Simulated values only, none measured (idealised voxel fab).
Process module, titled voxel self aligned contacts
275 nm wide, 5 nm square cells: that's cross-section cut.
How to read a cross-section here: the picture is a grid of square cells, written as bands going from the top down, and any band can span one or more rows of cells. Top height, bottom height, nm. Materials left to right, width each, nm. Single material + "throughout" = fills band edge to edge. "air" = empty. Heads up on the height convention: 0 is the point under which the incoming wafer is all one material, and the lowest band has no bottom, it just keeps going down, like "z 0 and below". Width "30..40": first value at the band's top row of cells, second value at its bottom row, equal change from row to row. It should be understood that the words "no alteration", when stated for a given step, signify that the cross-section underwent no change in any of its cells during that step. Entry "Non-vented voids". Content: empty spaces with no open connection to the top, size 8 cells or greater. Each: width x height at distance. Distance: from left edge. Unit: nm. Text after the settings on a step's line: the simulator's own remark on that step. A step line may carry the setting "overlay nm", which, for steps involving a mask, states the distance by which the mask lay to the right of its intended position; negative values denote displacement to the left.
Process steps (planned):
1 RECEIVE (material Si)
2 OXIDIZE (depth nm 5)
3 DIRECTIONAL_DEP (material polySi; thk nm 30)
4 DIRECTIONAL_DEP (material SiN; thk nm 20)
5 PATTERN (tone cover; mask id GATE; material resist; width nm 35; pitch nm 70; thk nm 20; overlay nm 0)
6 DIRECTIONAL_ETCH (etch materials SiN; depth nm 20)
7 DIRECTIONAL_ETCH (etch materials polySi; depth nm 30)
8 STRIP (etch materials resist)
9 CONFORMAL_DEP (material SiN; thk nm 5)
10 DIRECTIONAL_ETCH (etch materials SiN; depth nm 5)
11 FILL_DEP (material SiO2; thk nm 15)
12 CMP (height nm 60)
13 PATTERN (tone open; mask id CONTACT; material resist; width nm 55; pitch nm 70; thk nm 20; overlay nm 0)
14 DIRECTIONAL_ETCH (etch materials SiO2; depth nm 65)
15 STRIP (etch materials resist)
16 CONFORMAL_DEP (material TiN; thk nm 5)
17 FILL_DEP (material W; thk nm 5)
18 CMP (height nm 60)
19 CONFORMAL_DEP (material SiN; thk nm 5)
Received-state cross-section, reflecting completion of step 1:
z 0 and below  Si throughout
Non-vented voids: none
Here's the cross-section of the first of our two wafers at the end of the module - it ran as planned:
z 65 to 60  SiN throughout
z 60 to 50  SiO2: 75; TiN: 5..20; W: 45..15; TiN: 5..20; SiO2: 15; TiN: 5..20; W: 45..15; TiN: 5..20; SiO2: 75
z 50 to 30  SiO2: 45; SiN: 45; TiN: 5; W: 15; TiN: 5; SiN: 45; TiN: 5; W: 15; TiN: 5; SiN: 45; SiO2: 45
z 30 to 0  SiO2: 45; SiN: 5; polySi: 35; SiN: 5; TiN: 5; W: 15; TiN: 5; SiN: 5; polySi: 35; SiN: 5; TiN: 5; W: 15; TiN: 5; SiN: 5; polySi: 35; SiN: 5; SiO2: 45
z 0 to -5  SiO2: 90; TiN: 25; SiO2: 45; TiN: 25; SiO2: 90
z -5 and below  Si throughout
Non-vented voids: none
So this is wafer number two of the two, cut at the end of the module - it started where the first did and had the same plan, we just got one thing wrong running it:
z 65 to 60  SiN throughout
z 60 to 50  SiO2: 80; TiN: 5..15; W: 35..15; TiN: 5..15; SiO2: 25; TiN: 5..15; W: 35..15; TiN: 5..15; SiO2: 80
z 50 to 30  SiO2: 45; SiN: 45; TiN: 5; W: 15; TiN: 5; SiN: 45; TiN: 5; W: 15; TiN: 5; SiN: 45; SiO2: 45
z 30 to 0  SiO2: 45; SiN: 5; polySi: 35; SiN: 5; TiN: 5; W: 15; TiN: 5; SiN: 5; polySi: 35; SiN: 5; TiN: 5; W: 15; TiN: 5; SiN: 5; polySi: 35; SiN: 5; SiO2: 45
z 0 to -5  SiO2: 90; TiN: 25; SiO2: 45; TiN: 25; SiO2: 90
z -5 and below  Si throughout
Non-vented voids: none
In executing the process, a mistake was made relative to the plan: step 13 deviated from plan and actually ran as PATTERN (tone open; mask id CONTACT; material resist; width nm 45; pitch nm 70; thk nm 20; overlay nm 0)
In the final state, the cell counts of the second wafer exceed or fall short of those of the first for the following materials: 8 more of SiO2; 4 fewer of TiN; 4 fewer of W
